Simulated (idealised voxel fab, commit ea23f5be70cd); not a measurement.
process module | voxel air gaps
cross-section cut | 250 nm wide | cells 5 nm
A cross-section is a grid of square cells, given in bands from the top down. A band is one or more rows of cells.
Each band's line starts with the height of the band's top and of its bottom, in nm. Then come its materials from left to right, each with its width in nm. One material with "throughout" fills the band from edge to edge. "air" is empty space.
Height 0 is the level under which the wafer as received is all one material. The lowest band goes on downwards, as in "0 down".
A width such as "30 to 40" changes by the same amount from each row of cells to the next, from the band's top row to its bottom row.
"no change" after a step means that no cell of the cross-section changed.
closed voids: empty space of 8 cells or more with no open way to the top, each as width x height at its distance from the left edge, in nm
after a step's settings: what the simulator itself notes on the step
overlay nm, on a step with a mask: how far to the right of its planned place the mask lay; to the left if negative
plan
1 op RECEIVE | material Si
2 op CONFORMAL_DEP | material SiO2 | thk nm 10
3 op CONFORMAL_DEP | material SiN | thk nm 5
4 op DIRECTIONAL_DEP | material SiO2 | thk nm 35
5 op DIRECTIONAL_DEP | material aC | thk nm 10
6 op PATTERN | tone open | mask id LINES | material resist | width nm 15 | pitch nm 45 | thk nm 25 | overlay nm 0
7 op DIRECTIONAL_ETCH | etch materials aC | depth nm 10
8 op STRIP | etch materials resist
9 op DIRECTIONAL_ETCH | etch materials SiO2 | depth nm 35
10 op STRIP | etch materials aC
11 op CONFORMAL_DEP | material TiN | thk nm 5
12 op FILL_DEP | material W | thk nm 5
13 op CMP | height nm 50
14 op EPI | material Ru | thk nm 10
15 op SELECTIVE_ETCH | etch materials SiO2 | depth nm 45
16 op CONFORMAL_DEP | material SiN | thk nm 5
as received, after step 1
  0 down: Si throughout
  closed voids: none
first wafer at the end, as planned
  65 to 60: air 55 | SiN 135 | air 60
  60 to 50: air 55 | SiN 5 | Ru 35 | SiN 10 | Ru 35 | SiN 10 | Ru 35 | SiN 5 | air 60
  50 to 45: air 55 | SiN 15 | TiN 5 | W 5 | TiN 5 | SiN 30 | TiN 5 | W 5 | TiN 5 | SiN 30 | TiN 5 | W 5 | TiN 5 | SiN 15 | air 60
  45 to 20: air 65 | SiN 5 | TiN 5 | W 5 | TiN 5 | SiN 5 | air 20 | SiN 5 | TiN 5 | W 5 | TiN 5 | SiN 5 | air 20 | SiN 5 | TiN 5 | W 5 | TiN 5 | SiN 5 | air 70
  20 to 15: SiN 70 | TiN 15 | SiN 30 | TiN 15 | SiN 30 | TiN 15 | SiN 75
  15 to 10: SiN throughout
  10 to 0: SiO2 throughout
  0 down: Si throughout
  closed voids: 20 x 25 at 90; 20 x 25 at 135
second wafer at the end: like start, like plan, one mistake
  65 to 60: air 50 | SiN 135 | air 65
  60 to 50: air 50 | SiN 5 | Ru 35 | SiN 10 | Ru 35 | SiN 10 | Ru 35 | SiN 5 | air 65
  50 to 45: air 50 | SiN 15 | TiN 5 | W 5 | TiN 5 | SiN 30 | TiN 5 | W 5 | TiN 5 | SiN 30 | TiN 5 | W 5 | TiN 5 | SiN 15 | air 65
  45 to 20: air 60 | SiN 5 | TiN 5 | W 5 | TiN 5 | SiN 5 | air 20 | SiN 5 | TiN 5 | W 5 | TiN 5 | SiN 5 | air 20 | SiN 5 | TiN 5 | W 5 | TiN 5 | SiN 5 | air 75
  20 to 15: SiN 65 | TiN 15 | SiN 30 | TiN 15 | SiN 30 | TiN 15 | SiN 80
  15 to 10: SiN throughout
  10 to 0: SiO2 throughout
  0 down: Si throughout
  closed voids: 20 x 25 at 85; 20 x 25 at 130
what went wrong: step 6 ran as: op PATTERN | tone open | mask id LINES | material resist | width nm 15 | pitch nm 45 | thk nm 25 | overlay nm -5
at the end the second wafer has, in cells: as many of each material as the first, in other places
